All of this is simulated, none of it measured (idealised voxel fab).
A process module follows: voxel wiring stack.
Pictured: cross-section cut, 235 nm wide, on a grid of 5 nm square cells.
If you're reading a cross-section in this doc, picture square cells in a grid; it comes to you as bands, top ones listed first down to the bottom, and a band can be one or more rows of cells. Heights first: top, then bottom, in nm. Then materials, left to right, each with a width in nm. "throughout" on a single material: fills the band edge to edge. "empty": empty space. Ref level 0: as-received wafer is one material below here. Bottom band extends down with no lower bound ("0 nm and below"). The expression "30 to 40" gives the width at the extremes of the band, the first number at its top row of cells and the second at its bottom row, with the width changing by equal amounts from each row to the next in between. When a step is marked "remained unchanged", none of the cells in the cross-section changed during that step. In "Voids lacking openings" the enclosed voids are listed, meaning empty spaces of 8 cells or larger without any opening to the top. The form is width x height at distance, distance from the left edge, units nm. Anything after a step's settings on that line? It's the simulator's own note about the step. The setting "overlay nm" may be written on the line of a step. When the step uses a mask, the value reports how far to the right of the planned place the mask lay, and a negative value reports that it lay to the left.

Planned step list for the process
1 RECEIVE (material Si)
2 CONFORMAL_DEP (material SiO2; thk nm 10)
3 CONFORMAL_DEP (material SiCN; thk nm 5)
4 DIRECTIONAL_DEP (material lowk; thk nm 20)
5 DIRECTIONAL_DEP (material aC; thk nm 10)
6 PATTERN (tone open; mask id METAL_1; material resist; width nm 20; pitch nm 40; thk nm 30; overlay nm 0)
7 DIRECTIONAL_ETCH (etch materials aC; depth nm 10)
8 STRIP (etch materials resist)
9 DIRECTIONAL_ETCH (etch materials lowk; depth nm 20)
10 DIRECTIONAL_ETCH (etch materials SiCN; depth nm 5)
11 STRIP (etch materials aC)
12 CONFORMAL_DEP (material TiN; thk nm 5)
13 FILL_DEP (material Cu; thk nm 5)
14 CMP (height nm 35)
15 CONFORMAL_DEP (material SiCN; thk nm 5)
16 DIRECTIONAL_DEP (material lowk; thk nm 30)
17 MASKED_ETCH (tone open; mask id METAL_2_HOLES; width nm 15; pitch nm 40; etch materials lowk; depth nm 30; overlay nm 0)
18 MASKED_ETCH (tone open; mask id METAL_2; width nm 20; pitch nm 40; etch materials lowk; depth nm 20; overlay nm 0)
19 MASKED_ETCH (tone open; mask id METAL_2; width nm 20; pitch nm 40; etch materials SiCN; depth nm 5; overlay nm 0)
20 CONFORMAL_DEP (material TiN; thk nm 5)
21 FILL_DEP (material Ru; thk nm 10)
22 CMP (height nm 70)
23 CONFORMAL_DEP (material SiCN; thk nm 5)

Cross-section of the incoming wafer, state after step 1
0 nm and below: Si throughout
Voids lacking openings: none

End-of-module cross-section of the first of two wafers, processed as planned
75 nm to 70 nm: SiCN throughout
70 nm to 55 nm: 85 lowk, then 5 TiN, then 10 Ru, then 5 TiN, then 20 lowk, then 5 TiN, then 10 Ru, then 5 TiN, then 90 lowk
55 nm to 50 nm: 85 lowk, then 5 TiN, then 5 Ru, then 10 TiN, then 20 lowk, then 5 TiN, then 5 Ru, then 10 TiN, then 90 lowk
50 nm to 40 nm: 85 lowk, then 5 TiN, then 5 Ru, then 5 TiN, then 25 lowk, then 5 TiN, then 5 Ru, then 5 TiN, then 95 lowk
40 nm to 35 nm: 85 SiCN, then 15 TiN, then 25 SiCN, then 15 TiN, then 95 SiCN
35 nm to 15 nm: 85 lowk, then 5 TiN, then 10 Cu, then 5 TiN, then 20 lowk, then 5 TiN, then 10 Cu, then 5 TiN, then 90 lowk
15 nm to 10 nm: 85 SiCN, then 20 TiN, then 20 SiCN, then 20 TiN, then 90 SiCN
10 nm to 0 nm: SiO2 throughout
0 nm and below: Si throughout
Voids lacking openings: none

Second wafer at the end: like start, like plan, one mistake
75 nm to 70 nm: SiCN throughout
70 nm to 55 nm: 85 lowk, then 5 TiN, then 10 Ru, then 5 TiN, then 20 lowk, then 5 TiN, then 10 Ru, then 5 TiN, then 90 lowk
55 nm to 50 nm: 85 lowk, then 5 TiN, then 5 Ru, then 10 TiN, then 20 lowk, then 5 TiN, then 5 Ru, then 10 TiN, then 90 lowk
50 nm to 40 nm: 85 lowk, then 5 TiN, then 5 Ru, then 5 TiN, then 25 lowk, then 5 TiN, then 5 Ru, then 5 TiN, then 95 lowk
40 nm to 35 nm: 85 SiCN, then 15 TiN, then 25 SiCN, then 15 TiN, then 95 SiCN
35 nm to 15 nm: 90 lowk, then 5 TiN, then 5 Cu, then 5 TiN, then 25 lowk, then 5 TiN, then 5 Cu, then 5 TiN, then 90 lowk
15 nm to 10 nm: 90 SiCN, then 15 TiN, then 25 SiCN, then 15 TiN, then 90 SiCN
10 nm to 0 nm: SiO2 throughout
0 nm and below: Si throughout
Voids lacking openings: none
Error vs. plan: step 6 did not happen as planned, as run it was PATTERN (tone open; mask id METAL_1; material resist; width nm 15; pitch nm 40; thk nm 30; overlay nm 0)
Per the end-of-run cell counts, the second wafer holds more or fewer of some materials than the first: 8 fewer of Cu | 2 more of SiCN | 2 fewer of TiN | 8 more of lowk
